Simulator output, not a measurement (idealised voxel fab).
Process module in this document: voxel self aligned contacts
This is section cut - it's 300 nm across, gridded in 5 nm square cells.
A cross-section in this document is a grid of square cells, and it is written down as bands, the top band listed before the ones below it; a band is made up of one or more rows of cells. Band entry format. Leading values: height of top, height of bottom, nm. Remainder: materials in left-to-right order, each with its width in nm. Special words: "edge to edge" on a single material, which then fills the band edge to edge; "empty", empty space. Where do heights start? At 0: under that level the wafer as delivered is made of one material only. And the lowest band has no floor; it just carries on downward, as in "0 nm and below". The notation "30 to 40" denotes a width that varies across the rows of cells in the band, beginning at the first number in the top row, finishing at the second number in the bottom row, and changing by an identical amount from each row to the next. What does "changes: none" mean for a step? It means no cell of the cross-section changed in that step. What "Sealed void inventory" gives you is every empty space of 8 cells or more that is cut off from the top. Each appears as width x height at distance, with the distance taken from the left edge and width, height and distance all in nm. Read whatever lies past the settings on a step's line as the simulator's own remark about the step. Among the settings permitted on a step's line is "overlay nm"; applied to a step with a mask, it specifies the extent to which the mask lay to the right of its planned position, whereas a negative figure signifies a position to the left.
**Process steps foreseen in the plan**
- 1: op RECEIVE | material Si
- 2: op CONFORMAL_DEP | material SiO2 | thk nm 5
- 3: op DIRECTIONAL_DEP | material polySi | thk nm 20
- 4: op DIRECTIONAL_DEP | material SiN | thk nm 25
- 5: op MASKED_ETCH | tone cover | mask id GATE | width nm 30 | pitch nm 75 | etch materials SiN | depth nm 25 | overlay nm 0
- 6: op MASKED_ETCH | tone cover | mask id GATE | width nm 30 | pitch nm 75 | etch materials polySi | depth nm 20 | overlay nm 0
- 7: op CONFORMAL_DEP | material SiN | thk nm 10
- 8: op DIRECTIONAL_ETCH | etch materials SiN | depth nm 10
- 9: op FILL_DEP | material SiO2 | thk nm 15
- 10: op CMP | height nm 60
- 11: op DIRECTIONAL_DEP | material aC | thk nm 15
- 12: op PATTERN | tone open | mask id CONTACT | material resist | width nm 55 | thk nm 30 | overlay nm 0
- 13: op DIRECTIONAL_ETCH | etch materials aC | depth nm 15
- 14: op STRIP | etch materials resist
- 15: op DIRECTIONAL_ETCH | etch materials SiO2 | depth nm 60
- 16: op STRIP | etch materials aC
- 17: op CONFORMAL_DEP | material TiN | thk nm 5
- 18: op FILL_DEP | material W | thk nm 10
- 19: op CMP | height nm 60
- 20: op CONFORMAL_DEP | material SiN | thk nm 5
**First of two wafers: run as planned**
**Here's what the wafer looked like in cross-section when it arrived - that's after step 1**
- 0 nm and below = Si edge to edge
- Sealed void inventory: none
**How the wafer stands in section after step 2**
- 5 nm to 0 nm = SiO2 edge to edge
- Whatever lies below 0 is exactly as it was before.
**How the wafer stands in section after step 3**
- 25 nm to 5 nm = polySi edge to edge
- Whatever lies below 5 is exactly as it was before.
**How the wafer stands in section after step 4**
- 50 nm to 25 nm = SiN edge to edge
- Whatever lies below 25 is exactly as it was before.
**How the wafer stands in section after step 5**
- 50 nm to 25 nm = empty=95; SiN=30; empty=45; SiN=30; empty=100
- Whatever lies below 25 is exactly as it was before.
**How the wafer stands in section after step 6**
- 50 nm to 25 nm = empty=95; SiN=30; empty=45; SiN=30; empty=100
- 25 nm to 5 nm = empty=95; polySi=30; empty=45; polySi=30; empty=100
- Whatever lies below 5 is exactly as it was before.
**How the wafer stands in section after step 7**
- 60 nm to 25 nm = empty=85; SiN=50; empty=25; SiN=50; empty=90
- 25 nm to 15 nm = empty=85; SiN=10; polySi=30; SiN=10; empty=25; SiN=10; polySi=30; SiN=10; empty=90
- 15 nm to 5 nm = SiN=95; polySi=30; SiN=45; polySi=30; SiN=100
- Whatever lies below 5 is exactly as it was before.
**How the wafer stands in section after step 8**
- 50 nm to 25 nm = empty=85; SiN=50; empty=25; SiN=50; empty=90
- 25 nm to 5 nm = empty=85; SiN=10; polySi=30; SiN=10; empty=25; SiN=10; polySi=30; SiN=10; empty=90
- Whatever lies below 5 is exactly as it was before.
**How the wafer stands in section after step 9**
- 65 nm to 50 nm = SiO2 edge to edge
- 50 nm to 25 nm = SiO2=85; SiN=50; SiO2=25; SiN=50; SiO2=90
- 25 nm to 5 nm = SiO2=85; SiN=10; polySi=30; SiN=10; SiO2=25; SiN=10; polySi=30; SiN=10; SiO2=90
- Whatever lies below 5 is exactly as it was before.
**How the wafer stands in section after step 10**
- 60 nm to 50 nm = SiO2 edge to edge
- Whatever lies below 50 is exactly as it was before.
**How the wafer stands in section after step 11**
- 75 nm to 60 nm = aC edge to edge
- Whatever lies below 60 is exactly as it was before.
**How the wafer stands in section after step 12**
- 105 nm to 75 nm = resist=120; empty=55; resist=125
- Whatever lies below 75 is exactly as it was before.
**How the wafer stands in section after step 13**
- 90 nm to 75 nm = resist=120; empty=55; resist=125
- 75 nm to 60 nm = aC=120; empty=55; aC=125
- Whatever lies below 60 is exactly as it was before.
**How the wafer stands in section after step 14**
- 75 nm to 60 nm = aC=120; empty=55; aC=125
- Whatever lies below 60 is exactly as it was before.
**How the wafer stands in section after step 15**
- 75 nm to 60 nm = aC=120; empty=55; aC=125
- 60 nm to 50 nm = SiO2=120; empty=55; SiO2=125
- 50 nm to 25 nm = SiO2=85; SiN=50; empty=25; SiN=50; SiO2=90
- 25 nm to 5 nm = SiO2=85; SiN=10; polySi=30; SiN=10; empty=25; SiN=10; polySi=30; SiN=10; SiO2=90
- 5 nm to 0 nm = SiO2=135; empty=25; SiO2=140
- Whatever lies below 0 is exactly as it was before.
**How the wafer stands in section after step 16**
- 60 nm to 50 nm = SiO2=120; empty=55; SiO2=125
- Whatever lies below 50 is exactly as it was before.
**How the wafer stands in section after step 17**
- 65 nm to 60 nm = TiN=125; empty=45; TiN=130
- 60 nm to 50 nm = SiO2=120; TiN=5 to 20; empty=45 to 15; TiN=5 to 20; SiO2=125
- 50 nm to 25 nm = SiO2=85; SiN=50; TiN=5; empty=15; TiN=5; SiN=50; SiO2=90
- 25 nm to 5 nm = SiO2=85; SiN=10; polySi=30; SiN=10; TiN=5; empty=15; TiN=5; SiN=10; polySi=30; SiN=10; SiO2=90
- 5 nm to 0 nm = SiO2=135; TiN=25; SiO2=140
- Whatever lies below 0 is exactly as it was before.
**How the wafer stands in section after step 18**
- 75 nm to 65 nm = W edge to edge
- 65 nm to 60 nm = TiN=125; W=45; TiN=130
- 60 nm to 50 nm = SiO2=120; TiN=5 to 20; W=45 to 15; TiN=5 to 20; SiO2=125
- 50 nm to 25 nm = SiO2=85; SiN=50; TiN=5; W=15; TiN=5; SiN=50; SiO2=90
- 25 nm to 5 nm = SiO2=85; SiN=10; polySi=30; SiN=10; TiN=5; W=15; TiN=5; SiN=10; polySi=30; SiN=10; SiO2=90
- Whatever lies below 5 is exactly as it was before.
**How the wafer stands in section after step 19**
- 60 nm to 50 nm = SiO2=120; TiN=5 to 20; W=45 to 15; TiN=5 to 20; SiO2=125
- Whatever lies below 50 is exactly as it was before.
**How the wafer stands in section after step 20**
- 65 nm to 60 nm = SiN edge to edge
- Whatever lies below 60 is exactly as it was before.
**Second of two: same start, same plan, one run error; steps up to and including 2 match the first**
**when step 3 should have ended**
- 30 nm to 5 nm = polySi edge to edge
- Whatever lies below 5 is exactly as it was before.
**when step 4 should have ended**
- 55 nm to 30 nm = SiN edge to edge
- Whatever lies below 30 is exactly as it was before.
**when step 5 should have ended**
- 55 nm to 30 nm = empty=95; SiN=30; empty=45; SiN=30; empty=100
- Whatever lies below 30 is exactly as it was before.
**when step 6 should have ended**
- 55 nm to 30 nm = empty=95; SiN=30; empty=45; SiN=30; empty=100
- 30 nm to 10 nm = empty=95; polySi=30; empty=45; polySi=30; empty=100
- Whatever lies below 10 is exactly as it was before.
**when step 7 should have ended**
- 65 nm to 30 nm = empty=85; SiN=50; empty=25; SiN=50; empty=90
- 30 nm to 20 nm = empty=85; SiN=10; polySi=30; SiN=10; empty=25; SiN=10; polySi=30; SiN=10; empty=90
- 20 nm to 10 nm = SiN=95; polySi=30; SiN=45; polySi=30; SiN=100
- Whatever lies below 10 is exactly as it was before.
**when step 8 should have ended**
- 55 nm to 30 nm = empty=85; SiN=50; empty=25; SiN=50; empty=90
- 30 nm to 10 nm = empty=85; SiN=10; polySi=30; SiN=10; empty=25; SiN=10; polySi=30; SiN=10; empty=90
- Whatever lies below 10 is exactly as it was before.
**when step 9 should have ended**
- 70 nm to 55 nm = SiO2 edge to edge
- 55 nm to 30 nm = SiO2=85; SiN=50; SiO2=25; SiN=50; SiO2=90
- 30 nm to 10 nm = SiO2=85; SiN=10; polySi=30; SiN=10; SiO2=25; SiN=10; polySi=30; SiN=10; SiO2=90
- Whatever lies below 10 is exactly as it was before.
**when step 10 should have ended**
- 60 nm to 55 nm = SiO2 edge to edge
- Whatever lies below 55 is exactly as it was before.
**when step 11 should have ended**
- 75 nm to 60 nm = aC edge to edge
- Whatever lies below 60 is exactly as it was before.
**when step 12 should have ended**
- 105 nm to 75 nm = resist=120; empty=55; resist=125
- Whatever lies below 75 is exactly as it was before.
**when step 13 should have ended**
- 90 nm to 75 nm = resist=120; empty=55; resist=125
- 75 nm to 60 nm = aC=120; empty=55; aC=125
- Whatever lies below 60 is exactly as it was before.
**when step 14 should have ended**
- 75 nm to 60 nm = aC=120; empty=55; aC=125
- Whatever lies below 60 is exactly as it was before.
**when step 15 should have ended**
- 75 nm to 60 nm = aC=120; empty=55; aC=125
- 60 nm to 55 nm = SiO2=120; empty=55; SiO2=125
- 55 nm to 30 nm = SiO2=85; SiN=50; empty=25; SiN=50; SiO2=90
- 30 nm to 10 nm = SiO2=85; SiN=10; polySi=30; SiN=10; empty=25; SiN=10; polySi=30; SiN=10; SiO2=90
- Whatever lies below 10 is exactly as it was before.
**when step 16 should have ended**
- 60 nm to 55 nm = SiO2=120; empty=55; SiO2=125
- Whatever lies below 55 is exactly as it was before.
**when step 17 should have ended**
- 65 nm to 60 nm = TiN=125; empty=45; TiN=130
- 60 nm to 55 nm = SiO2=120; TiN=20; empty=15; TiN=20; SiO2=125
- 55 nm to 30 nm = SiO2=85; SiN=50; TiN=5; empty=15; TiN=5; SiN=50; SiO2=90
- 30 nm to 15 nm = SiO2=85; SiN=10; polySi=30; SiN=10; TiN=5; empty=15; TiN=5; SiN=10; polySi=30; SiN=10; SiO2=90
- 15 nm to 10 nm = SiO2=85; SiN=10; polySi=30; SiN=10; TiN=25; SiN=10; polySi=30; SiN=10; SiO2=90
- Whatever lies below 10 is exactly as it was before.
**when step 18 should have ended**
- 75 nm to 65 nm = W edge to edge
- 65 nm to 60 nm = TiN=125; W=45; TiN=130
- 60 nm to 55 nm = SiO2=120; TiN=20; W=15; TiN=20; SiO2=125
- 55 nm to 30 nm = SiO2=85; SiN=50; TiN=5; W=15; TiN=5; SiN=50; SiO2=90
- 30 nm to 15 nm = SiO2=85; SiN=10; polySi=30; SiN=10; TiN=5; W=15; TiN=5; SiN=10; polySi=30; SiN=10; SiO2=90
- Whatever lies below 15 is exactly as it was before.
**when step 19 should have ended**
- 60 nm to 55 nm = SiO2=120; TiN=20; W=15; TiN=20; SiO2=125
- Whatever lies below 55 is exactly as it was before.
**when step 20 should have ended**
- 65 nm to 60 nm = SiN edge to edge
- Whatever lies below 60 is exactly as it was before.
So what did we get wrong on this run? step 3 changed vs plan, executed as op DIRECTIONAL_DEP | material polySi | thk nm 25
Bottom line after processing is that, in cells, the second wafer is up or down on some materials versus the first: SiO2 -44; TiN -4; W -12; polySi +60
